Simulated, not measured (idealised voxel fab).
process module | voxel air gaps
cross-section cut | 210 nm wide | cells 5 nm
A cross-section is a grid of square cells, given in bands from the top down. A band is one or more rows of cells.
Each band's line starts with the height of the band's top and of its bottom, in nm. Then come its materials from left to right, each with its width in nm. One material with "throughout" fills the band from edge to edge. "air" is empty space.
Height 0 is the level under which the wafer as received is all one material. The lowest band goes on downwards, as in "0 down".
A width such as "30 to 40" changes by the same amount from each row of cells to the next, from the band's top row to its bottom row.
"no change" after a step means that no cell of the cross-section changed.
closed voids: empty space of 8 cells or more with no open way to the top, each as width x height at its distance from the left edge, in nm
after a step's settings: what the simulator itself notes on the step
overlay nm, on a step with a mask: how far to the right of its planned place the mask lay; to the left if negative
plan
1 op RECEIVE | material Si
2 op CONFORMAL_DEP | material SiO2 | thk nm 15
3 op CONFORMAL_DEP | material SiCN | thk nm 5
4 op DIRECTIONAL_DEP | material SiO2 | thk nm 40
5 op DIRECTIONAL_DEP | material aC | thk nm 15
6 op PATTERN | tone open | mask id LINES | material resist | width nm 20 | pitch nm 50 | thk nm 35 | overlay nm 0
7 op DIRECTIONAL_ETCH | etch materials aC | depth nm 15
8 op STRIP | etch materials resist
9 op DIRECTIONAL_ETCH | etch materials SiO2 | depth nm 40
10 op STRIP | etch materials aC
11 op CONFORMAL_DEP | material TiN | thk nm 5
12 op FILL_DEP | material Ru | thk nm 10
13 op CMP | height nm 60
14 op EPI | material Ru | thk nm 10
15 op SELECTIVE_ETCH | etch materials SiO2 | depth nm 50
16 op CONFORMAL_DEP | material SiCN | thk nm 5
first wafer, as planned
as received, after step 1
  0 down: Si throughout
  closed voids: none
after step 2
  15 to 0: SiO2 throughout
  below 0: unchanged
after step 3
  20 to 15: SiCN throughout
  below 15: unchanged
after step 4
  60 to 20: SiO2 throughout
  below 20: unchanged
after step 5
  75 to 60: aC throughout
  below 60: unchanged
after step 6
  110 to 75: resist 20 | air 20 | resist 30 | air 20 | resist 30 | air 20 | resist 30 | air 20 | resist 20
  below 75: unchanged
after step 7
  95 to 75: resist 20 | air 20 | resist 30 | air 20 | resist 30 | air 20 | resist 30 | air 20 | resist 20
  75 to 60: aC 20 | air 20 | aC 30 | air 20 | aC 30 | air 20 | aC 30 | air 20 | aC 20
  below 60: unchanged
after step 8
  75 to 60: aC 20 | air 20 | aC 30 | air 20 | aC 30 | air 20 | aC 30 | air 20 | aC 20
  below 60: unchanged
after step 9
  75 to 60: aC 20 | air 20 | aC 30 | air 20 | aC 30 | air 20 | aC 30 | air 20 | aC 20
  60 to 20: SiO2 20 | air 20 | SiO2 30 | air 20 | SiO2 30 | air 20 | SiO2 30 | air 20 | SiO2 20
  below 20: unchanged
after step 10
  60 to 20: SiO2 20 | air 20 | SiO2 30 | air 20 | SiO2 30 | air 20 | SiO2 30 | air 20 | SiO2 20
  below 20: unchanged
after step 11
  65 to 60: TiN 25 | air 10 | TiN 40 | air 10 | TiN 40 | air 10 | TiN 40 | air 10 | TiN 25
  60 to 25: SiO2 20 | TiN 5 | air 10 | TiN 5 | SiO2 30 | TiN 5 | air 10 | TiN 5 | SiO2 30 | TiN 5 | air 10 | TiN 5 | SiO2 30 | TiN 5 | air 10 | TiN 5 | SiO2 20
  25 to 20: SiO2 20 | TiN 20 | SiO2 30 | TiN 20 | SiO2 30 | TiN 20 | SiO2 30 | TiN 20 | SiO2 20
  below 20: unchanged
after step 12
  75 to 65: Ru throughout
  65 to 60: TiN 25 | Ru 10 | TiN 40 | Ru 10 | TiN 40 | Ru 10 | TiN 40 | Ru 10 | TiN 25
  60 to 25: SiO2 20 | TiN 5 | Ru 10 | TiN 5 | SiO2 30 | TiN 5 | Ru 10 | TiN 5 | SiO2 30 | TiN 5 | Ru 10 | TiN 5 | SiO2 30 | TiN 5 | Ru 10 | TiN 5 | SiO2 20
  below 25: unchanged
after step 13
  60 to 25: SiO2 20 | TiN 5 | Ru 10 | TiN 5 | SiO2 30 | TiN 5 | Ru 10 | TiN 5 | SiO2 30 | TiN 5 | Ru 10 | TiN 5 | SiO2 30 | TiN 5 | Ru 10 | TiN 5 | SiO2 20
  below 25: unchanged
after step 14
  70 to 60: air 10 | Ru 40 | air 10 | Ru 40 | air 10 | Ru 40 | air 10 | Ru 40 | air 10
  below 60: unchanged
after step 15
  70 to 60: air 10 | Ru 40 | air 10 | Ru 40 | air 10 | Ru 40 | air 10 | Ru 40 | air 10
  60 to 25: air 20 | TiN 5 | Ru 10 | TiN 5 | air 30 | TiN 5 | Ru 10 | TiN 5 | air 30 | TiN 5 | Ru 10 | TiN 5 | air 30 | TiN 5 | Ru 10 | TiN 5 | air 20
  25 to 20: air 20 | TiN 20 | air 30 | TiN 20 | air 30 | TiN 20 | air 30 | TiN 20 | air 20
  below 20: unchanged
after step 16
  75 to 70: air 5 | SiCN 200 | air 5
  70 to 60: air 5 | SiCN 5 | Ru 40 | SiCN 10 | Ru 40 | SiCN 10 | Ru 40 | SiCN 10 | Ru 40 | SiCN 5 | air 5
  60 to 55: air 5 | SiCN 15 | TiN 5 | Ru 10 | TiN 5 | SiCN 30 | TiN 5 | Ru 10 | TiN 5 | SiCN 30 | TiN 5 | Ru 10 | TiN 5 | SiCN 30 | TiN 5 | Ru 10 | TiN 5 | SiCN 15 | air 5
  55 to 25: air 15 | SiCN 5 | TiN 5 | Ru 10 | TiN 5 | SiCN 5 | air 20 | SiCN 5 | TiN 5 | Ru 10 | TiN 5 | SiCN 5 | air 20 | SiCN 5 | TiN 5 | Ru 10 | TiN 5 | SiCN 5 | air 20 | SiCN 5 | TiN 5 | Ru 10 | TiN 5 | SiCN 5 | air 15
  25 to 20: SiCN 20 | TiN 20 | SiCN 30 | TiN 20 | SiCN 30 | TiN 20 | SiCN 30 | TiN 20 | SiCN 20
  below 20: unchanged
  closed voids: 20 x 30 at 45; 20 x 30 at 95; 20 x 30 at 145
second wafer: like start, like plan, one mistake. Through step 5 it matches the first wafer
when step 6 should have ended
  110 to 75: resist 20 | air 25 | resist 25 | air 25 | resist 25 | air 25 | resist 25 | air 25 | resist 15
  below 75: unchanged
when step 7 should have ended
  95 to 75: resist 20 | air 25 | resist 25 | air 25 | resist 25 | air 25 | resist 25 | air 25 | resist 15
  75 to 60: aC 20 | air 25 | aC 25 | air 25 | aC 25 | air 25 | aC 25 | air 25 | aC 15
  below 60: unchanged
when step 8 should have ended
  75 to 60: aC 20 | air 25 | aC 25 | air 25 | aC 25 | air 25 | aC 25 | air 25 | aC 15
  below 60: unchanged
when step 9 should have ended
  75 to 60: aC 20 | air 25 | aC 25 | air 25 | aC 25 | air 25 | aC 25 | air 25 | aC 15
  60 to 20: SiO2 20 | air 25 | SiO2 25 | air 25 | SiO2 25 | air 25 | SiO2 25 | air 25 | SiO2 15
  below 20: unchanged
when step 10 should have ended
  60 to 20: SiO2 20 | air 25 | SiO2 25 | air 25 | SiO2 25 | air 25 | SiO2 25 | air 25 | SiO2 15
  below 20: unchanged
when step 11 should have ended
  65 to 60: TiN 25 | air 15 | TiN 35 | air 15 | TiN 35 | air 15 | TiN 35 | air 15 | TiN 20
  60 to 25: SiO2 20 | TiN 5 | air 15 | TiN 5 | SiO2 25 | TiN 5 | air 15 | TiN 5 | SiO2 25 | TiN 5 | air 15 | TiN 5 | SiO2 25 | TiN 5 | air 15 | TiN 5 | SiO2 15
  25 to 20: SiO2 20 | TiN 25 | SiO2 25 | TiN 25 | SiO2 25 | TiN 25 | SiO2 25 | TiN 25 | SiO2 15
  below 20: unchanged
when step 12 should have ended
  75 to 65: Ru throughout
  65 to 60: TiN 25 | Ru 15 | TiN 35 | Ru 15 | TiN 35 | Ru 15 | TiN 35 | Ru 15 | TiN 20
  60 to 25: SiO2 20 | TiN 5 | Ru 15 | TiN 5 | SiO2 25 | TiN 5 | Ru 15 | TiN 5 | SiO2 25 | TiN 5 | Ru 15 | TiN 5 | SiO2 25 | TiN 5 | Ru 15 | TiN 5 | SiO2 15
  below 25: unchanged
when step 13 should have ended
  60 to 25: SiO2 20 | TiN 5 | Ru 15 | TiN 5 | SiO2 25 | TiN 5 | Ru 15 | TiN 5 | SiO2 25 | TiN 5 | Ru 15 | TiN 5 | SiO2 25 | TiN 5 | Ru 15 | TiN 5 | SiO2 15
  below 25: unchanged
when step 14 should have ended
  70 to 60: air 10 | Ru 45 | air 5 | Ru 45 | air 5 | Ru 45 | air 5 | Ru 45 | air 5
  below 60: unchanged
when step 15 should have ended
  70 to 60: air 10 | Ru 45 | air 5 | Ru 45 | air 5 | Ru 45 | air 5 | Ru 45 | air 5
  60 to 25: air 20 | TiN 5 | Ru 15 | TiN 5 | air 25 | TiN 5 | Ru 15 | TiN 5 | air 25 | TiN 5 | Ru 15 | TiN 5 | air 25 | TiN 5 | Ru 15 | TiN 5 | air 15
  25 to 20: air 20 | TiN 25 | air 25 | TiN 25 | air 25 | TiN 25 | air 25 | TiN 25 | air 15
  below 20: unchanged
when step 16 should have ended
  75 to 70: air 5 | SiCN 205
  70 to 60: air 5 | SiCN 5 | Ru 45 | SiCN 5 | Ru 45 | SiCN 5 | Ru 45 | SiCN 5 | Ru 45 | SiCN 5
  60 to 55: air 5 | SiCN 15 | TiN 5 | Ru 15 | TiN 5 | SiCN 25 | TiN 5 | Ru 15 | TiN 5 | SiCN 25 | TiN 5 | Ru 15 | TiN 5 | SiCN 25 | TiN 5 | Ru 15 | TiN 5 | SiCN 15
  55 to 25: air 15 | SiCN 5 | TiN 5 | Ru 15 | TiN 5 | SiCN 5 | air 15 | SiCN 5 | TiN 5 | Ru 15 | TiN 5 | SiCN 5 | air 15 | SiCN 5 | TiN 5 | Ru 15 | TiN 5 | SiCN 5 | air 15 | SiCN 5 | TiN 5 | Ru 15 | TiN 5 | SiCN 5 | air 10
  25 to 20: SiCN 20 | TiN 25 | SiCN 25 | TiN 25 | SiCN 25 | TiN 25 | SiCN 25 | TiN 25 | SiCN 15
  below 20: unchanged
  closed voids: 15 x 30 at 50; 15 x 30 at 100; 15 x 30 at 150; 10 x 30 at 200
what went wrong: step 6 ran as: op PATTERN | tone open | mask id LINES | material resist | width nm 25 | pitch nm 50 | thk nm 35 | overlay nm 0
at the end the second wafer has, in cells: 36 more of Ru | 12 fewer of SiCN | 4 more of TiN
closed voids at the end (first wafer, second wafer): 3, 4
